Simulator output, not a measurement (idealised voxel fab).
Process module name: voxel fin reveal
This is section cut - it's 255 nm across, gridded in 5 nm square cells.
A cross-section is written here as square cells arranged in a grid, and it is given in bands from the top down, each band taking up one or more rows of cells. Top, bottom (nm), then materials left to right with widths (nm); lone material tagged "full width" fills the whole band edge to edge; "blank" = empty space. Below 0: as-received wafer, all one material; heights counted from there. Lowest band: no bottom, goes on down, written "0 and below". So if you see something like "30 to 40" for the width, read it as the top row of the band sitting at the first number and the bottom row at the second, with every row in between moving by the same amount as the last. "identical to before" means the step left every cell of the cross-section as it was. In "Cavities, closed" the enclosed voids are listed, meaning empty spaces of 8 cells or larger without any opening to the top. The form is width x height at distance, distance from the left edge, units nm. It should be noted that, on the line of a given step, the content following the step's settings is a remark produced by the simulator itself with respect to that step. "overlay nm", when on a step's line for a step with a mask, measures how far to the right of its planned place the mask lay; a negative measure means to the left.
[Process steps foreseen in the plan]
1: RECEIVE,material Si
2: CONFORMAL_DEP,material SiN,thk nm 10
3: PATTERN,tone cover,mask id FINS,material resist,width nm 15,pitch nm 40,thk nm 15,overlay nm 0
4: DIRECTIONAL_ETCH,etch materials SiN,depth nm 10
5: DIRECTIONAL_ETCH,etch materials Si,depth nm 35
6: STRIP,etch materials resist
7: OXIDIZE,depth nm 5
8: FILL_DEP,material SiO2,thk nm 15
9: CMP,height nm 10
10: SELECTIVE_ETCH,etch materials SiO2,depth nm 35
11: STRIP,etch materials SiN
[Wafer at receipt (post step 1), cross-section]
  0 and below | Si full width
  Cavities, closed: none
[Result of the module, cross-sectioned: start per above, plan per above, one error in how it was run]
  0 down to -40 | 85 of blank | 5 of Si | 35 of blank | 5 of Si | 35 of blank | 5 of Si | 85 of blank
  -40 and below | Si full width
  Cavities, closed: none
Error vs. plan: step 10 of the plan was performed twice
